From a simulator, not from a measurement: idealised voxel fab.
This section sets out a process module, namely voxel plated lines.
Pictured: cross-section cut, 270 nm wide, on a grid of 5 nm square cells.
Think of the cross-section as a grid of square cells. We describe it in bands, top to bottom, and each band covers one or more rows of those cells. Look at the band entry: it leads with the top's height and the bottom's height in nm. Then it lists the materials left to right, with a width in nm for each. The word "all across" on a single material says that material fills the band edge to edge. The word "air" is empty space. All heights in this document are referenced to 0, defined as the level beneath which the wafer, as received, consists entirely of one material. The lowest band is not bounded below; it extends indefinitely downward and is written in the form "0..down". Top row gets the first number, bottom row gets the second, and each row in between changes by the same step: that is how a band width like "30 to 40" works. Basically "nothing different" means that step didn't change any cell in the cross-section. Basically, "Closed cavity list" tells you about the enclosed voids: empty spaces with no open way to the top, 8 cells or bigger, each written width x height at distance, where distance is from the left edge, all in nm. On each step's line, the part that comes after the settings is the simulator's own comment on the step. overlay nm: mask right of planned place by this much (step with mask). Neg. = left.

## Process steps foreseen in the plan
step 1: RECEIVE: material Si
step 2: CONFORMAL_DEP: material SiO2, thk nm 15
step 3: DIRECTIONAL_DEP: material TiN, thk nm 5
step 4: PATTERN: tone open, mask id LINES, material resist, width nm 15, pitch nm 40, thk nm 25, overlay nm 0
step 5: EPI: material Ru, thk nm 5
step 6: EPI: material Ru, thk nm 10
step 7: STRIP: etch materials resist
step 8: DIRECTIONAL_ETCH: etch materials TiN, depth nm 5
step 9: CONFORMAL_DEP: material SiCN, thk nm 5

## as received, after step 1
- 0..down = Si all across
- Closed cavity list: none

## First of two wafers, end-of-module section, run followed plan
- 40..35 = air 60 nm  SiCN 25 nm  air 15 nm  SiCN 25 nm  air 15 nm  SiCN 25 nm  air 15 nm  SiCN 25 nm  air 65 nm
- 35..20 = air 60 nm  SiCN 5 nm  Ru 15 nm  SiCN 5 nm  air 15 nm  SiCN 5 nm  Ru 15 nm  SiCN 5 nm  air 15 nm  SiCN 5 nm  Ru 15 nm  SiCN 5 nm  air 15 nm  SiCN 5 nm  Ru 15 nm  SiCN 5 nm  air 65 nm
- 20..15 = SiCN 65 nm  TiN 15 nm  SiCN 25 nm  TiN 15 nm  SiCN 25 nm  TiN 15 nm  SiCN 25 nm  TiN 15 nm  SiCN 70 nm
- 15..0 = SiO2 all across
- 0..down = Si all across
- Closed cavity list: none

## Here is the second of the two wafers cut open at the end of the module - same start, same plan as the first one, but we made one mistake running it
- 40..35 = air 55 nm  SiCN 35 nm  air 5 nm  SiCN 35 nm  air 5 nm  SiCN 35 nm  air 5 nm  SiCN 35 nm  air 60 nm
- 35..20 = air 55 nm  SiCN 5 nm  Ru 25 nm  SiCN 5 nm  air 5 nm  SiCN 5 nm  Ru 25 nm  SiCN 5 nm  air 5 nm  SiCN 5 nm  Ru 25 nm  SiCN 5 nm  air 5 nm  SiCN 5 nm  Ru 25 nm  SiCN 5 nm  air 60 nm
- 20..15 = SiCN 60 nm  TiN 25 nm  SiCN 15 nm  TiN 25 nm  SiCN 15 nm  TiN 25 nm  SiCN 15 nm  TiN 25 nm  SiCN 65 nm
- 15..0 = SiO2 all across
- 0..down = Si all across
- Closed cavity list: none
Where did the run depart from the plan? note that step 4 departed from the planned setting and was carried out as PATTERN: tone open, mask id LINES, material resist, width nm 25, pitch nm 40, thk nm 25, overlay nm 0
End check, counted in cells, second wafer has more or fewer of these materials than the first: +24 Ru, +8 TiN
